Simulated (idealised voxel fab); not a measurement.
Herein follows the process module entitled voxel air gaps.
Cross-sectional view cut (width: 260 nm; square cell size: 5 nm).
Cross-section layout: square cells on a grid; listed as bands, top to bottom; a band spans one or more cell rows. Read a band's entry like this: the first values are the height of its top and the height of its bottom in nm, and what follows is the sequence of materials from left to right, each with its width in nm. Note that "air" is empty space, and that a single material marked "throughout" reaches across the band from edge to edge. Beneath 0, the wafer as received is one material, and that level is where height counting begins. The lowest band goes on downward without a bottom; it is written like "top 0, no bottom". The width entry "30->40" should be interpreted row by row: the top row of cells in the band takes the first number, the bottom row takes the second number, and the change between adjacent rows is uniform throughout. Key: "nothing was modified" - step with no changed cell in the cross-section. "Closed voids list" specifies each empty space that is not open to the top and that occupies no fewer than 8 cells, using the form width x height at distance, the distance measured from the left edge and all three quantities in nm. Whatever follows a step's settings on its line is a remark the simulator itself makes about that step. "overlay nm", when on a step's line for a step with a mask, measures how far to the right of its planned place the mask lay; a negative measure means to the left.
## These are the steps we planned for the process
1,RECEIVE [material Si]
2,CONFORMAL_DEP [material SiO2] [thk nm 10]
3,CONFORMAL_DEP [material SiCN] [thk nm 5]
4,DIRECTIONAL_DEP [material SiO2] [thk nm 35]
5,DIRECTIONAL_DEP [material aC] [thk nm 15]
6,PATTERN [tone open] [mask id LINES] [material resist] [width nm 25] [pitch nm 50] [thk nm 35] [overlay nm 0]
7,DIRECTIONAL_ETCH [etch materials aC] [depth nm 15]
8,STRIP [etch materials resist]
9,DIRECTIONAL_ETCH [etch materials SiO2] [depth nm 35]
10,STRIP [etch materials aC]
11,CONFORMAL_DEP [material TiN] [thk nm 5]
12,FILL_DEP [material W] [thk nm 10]
13,CMP [height nm 50]
14,EPI [material Ru] [thk nm 10]
15,SELECTIVE_ETCH [etch materials SiO2] [depth nm 45]
16,CONFORMAL_DEP [material SiCN] [thk nm 5]
## Delivered wafer in cross-section: state after step 1
    top 0, no bottom  Si throughout
    Closed voids list: none
## End-of-module cross-section of the first of two wafers, processed as planned
    top 65, bottom 60  air=25  SiCN=205  air=30
    top 60, bottom 50  air=25  SiCN=5  Ru=45  SiCN=5  Ru=45  SiCN=5  Ru=45  SiCN=5  Ru=45  SiCN=5  air=30
    top 50, bottom 45  air=25  SiCN=15  TiN=5  W=15  TiN=5  SiCN=25  TiN=5  W=15  TiN=5  SiCN=25  TiN=5  W=15  TiN=5  SiCN=25  TiN=5  W=15  TiN=5  SiCN=15  air=30
    top 45, bottom 20  air=35  SiCN=5  TiN=5  W=15  TiN=5  SiCN=5  air=15  SiCN=5  TiN=5  W=15  TiN=5  SiCN=5  air=15  SiCN=5  TiN=5  W=15  TiN=5  SiCN=5  air=15  SiCN=5  TiN=5  W=15  TiN=5  SiCN=5  air=40
    top 20, bottom 15  SiCN=40  TiN=25  SiCN=25  TiN=25  SiCN=25  TiN=25  SiCN=25  TiN=25  SiCN=45
    top 15, bottom 10  SiCN throughout
    top 10, bottom 0  SiO2 throughout
    top 0, no bottom  Si throughout
    Closed voids list: 15 x 25 at 70; 15 x 25 at 120; 15 x 25 at 170
## Cross-section, wafer two of two, end of module: same start and plan as wafer one, one error in execution
    top 65, bottom 60  air=25  aC=205  air=30
    top 60, bottom 50  air=25  aC=5  Ru=45  aC=5  Ru=45  aC=5  Ru=45  aC=5  Ru=45  aC=5  air=30
    top 50, bottom 45  air=25  aC=15  TiN=5  W=15  TiN=5  aC=25  TiN=5  W=15  TiN=5  aC=25  TiN=5  W=15  TiN=5  aC=25  TiN=5  W=15  TiN=5  aC=15  air=30
    top 45, bottom 20  air=35  aC=5  TiN=5  W=15  TiN=5  aC=5  air=15  aC=5  TiN=5  W=15  TiN=5  aC=5  air=15  aC=5  TiN=5  W=15  TiN=5  aC=5  air=15  aC=5  TiN=5  W=15  TiN=5  aC=5  air=40
    top 20, bottom 15  aC=40  TiN=25  aC=25  TiN=25  aC=25  TiN=25  aC=25  TiN=25  aC=45
    top 15, bottom 10  SiCN throughout
    top 10, bottom 0  SiO2 throughout
    top 0, no bottom  Si throughout
    Closed voids list: 15 x 25 at 70; 15 x 25 at 120; 15 x 25 at 170
Nonconformance to the process plan: in deviation from the planned setting, step 16 was conducted as CONFORMAL_DEP [material aC] [thk nm 5]
Materials where the second wafer ends with more or fewer cells than the first: SiCN -144, aC +144
